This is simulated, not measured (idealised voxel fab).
The following is a process module called voxel self aligned vias.
Cross-sectional view cut (width: 220 nm; square cell size: 5 nm).
In what follows, cross-sections appear as grids of square cells, described through bands that run from the top down, where every band is one or more rows of cells.
Within each band entry, the heights of the top and of the bottom of the band appear first, in that order and in nm; the materials of the band then follow from left to right, each with its corresponding width in nm. The designation "edge to edge" on a single material indicates that it fills the band from edge to edge; the designation "blank" indicates empty space.
Heights are expressed relative to 0, this being the level below which the as-received wafer comprises one material exclusively. The lowest band is unbounded in the downward direction and is denoted as in "0..down".
Top row gets the first number, bottom row gets the second, and each row in between changes by the same step: that is how a band width like "30..40" works.
It should be understood that the words "stayed the same", when stated for a given step, signify that the cross-section underwent no change in any of its cells during that step.
For the entry "Closed void entries", the listed items are empty spaces with no open way to the top whose size is 8 cells or more; each item follows the pattern width x height at distance, where distance is from the left edge and all three are in nm.
Post-settings text on a step line: simulator's own remark regarding the step.
Each step line may optionally specify "overlay nm", which for a step with a mask gives the rightward distance between the mask's planned place and where it lay, a negative value indicating the leftward direction.
Process steps (planned)
1. RECEIVE with material Si
2. CONFORMAL_DEP with material SiO2, thk nm 15
3. CONFORMAL_DEP with material SiCN, thk nm 5
4. DIRECTIONAL_DEP with material lowk, thk nm 20
5. DIRECTIONAL_DEP with material aC, thk nm 10
6. PATTERN with tone open, mask id LINES, material resist, width nm 20, pitch nm 50, thk nm 25, overlay nm 0
7. DIRECTIONAL_ETCH with etch materials aC, depth nm 10
8. STRIP with etch materials resist
9. DIRECTIONAL_ETCH with etch materials lowk, depth nm 20
10. STRIP with etch materials aC
11. CONFORMAL_DEP with material TiN, thk nm 5
12. FILL_DEP with material W, thk nm 10
13. CMP with height nm 40
14. SELECTIVE_ETCH with etch materials W Ru TiN, depth nm 10
15. FILL_DEP with material SiN, thk nm 5
16. CMP with height nm 40
17. DIRECTIONAL_DEP with material lowk, thk nm 15
18. PATTERN with tone open, mask id VIAS, material resist, width nm 30, pitch nm 50, thk nm 15, overlay nm 0
19. DIRECTIONAL_ETCH with etch materials lowk, depth nm 15
20. DIRECTIONAL_ETCH with etch materials SiN, depth nm 10
21. STRIP with etch materials resist
22. CONFORMAL_DEP with material TiN, thk nm 5
23. FILL_DEP with material W, thk nm 10
24. CMP with height nm 55
25. CONFORMAL_DEP with material SiCN, thk nm 5
Cross-section of the wafer at receipt, which is the condition after step 1
  0..down: Si edge to edge
  Closed void entries: none
First of two wafers at the end of the module, shown in cross-section; run carried out as planned
  60..55: SiCN edge to edge
  55..45: 45 lowk, 5 TiN, 20 W, 5 TiN, 20 lowk, 5 TiN, 20 W, 5 TiN, 20 lowk, 5 TiN, 20 W, 5 TiN, 45 lowk
  45..35: 45..50 lowk, 10..5 TiN, 10 W, 10..5 TiN, 20..30 lowk, 10..5 TiN, 10 W, 10..5 TiN, 20..30 lowk, 10..5 TiN, 10 W, 10..5 TiN, 45..50 lowk
  35..30: 50 lowk, 20 TiN, 30 lowk, 20 TiN, 30 lowk, 20 TiN, 50 lowk
  30..25: 50 lowk, 5 TiN, 10 W, 5 TiN, 30 lowk, 5 TiN, 10 W, 5 TiN, 30 lowk, 5 TiN, 10 W, 5 TiN, 50 lowk
  25..20: 50 lowk, 20 TiN, 30 lowk, 20 TiN, 30 lowk, 20 TiN, 50 lowk
  20..15: SiCN edge to edge
  15..0: SiO2 edge to edge
  0..down: Si edge to edge
  Closed void entries: none
Second of two wafers, module complete, sectioned: it shares the first wafer's start and plan but was run with one mistake
  60..55: SiCN edge to edge
  55..40: 45 lowk, 5 TiN, 20 W, 5 TiN, 20 lowk, 5 TiN, 20 W, 5 TiN, 20 lowk, 5 TiN, 20 W, 5 TiN, 45 lowk
  40..35: 45 SiN, 10 TiN, 10 W, 10 TiN, 20 SiN, 10 TiN, 10 W, 10 TiN, 20 SiN, 10 TiN, 10 W, 10 TiN, 45 SiN
  35..30: 50 lowk, 20 TiN, 30 lowk, 20 TiN, 30 lowk, 20 TiN, 50 lowk
  30..20: 50 lowk, 5 TiN, 10 W, 5 TiN, 30 lowk, 5 TiN, 10 W, 5 TiN, 30 lowk, 5 TiN, 10 W, 5 TiN, 50 lowk
  20..15: 50 lowk, 20 TiN, 30 lowk, 20 TiN, 30 lowk, 20 TiN, 50 lowk
  15..0: SiO2 edge to edge
  0..down: Si edge to edge
  Closed void entries: none
Here's what went sideways: plan step 3 skipped
The closing comparison, in cells, has the second wafer with more or fewer of some materials than the first: SiCN -44 | SiN +26 | TiN +6 | W +12
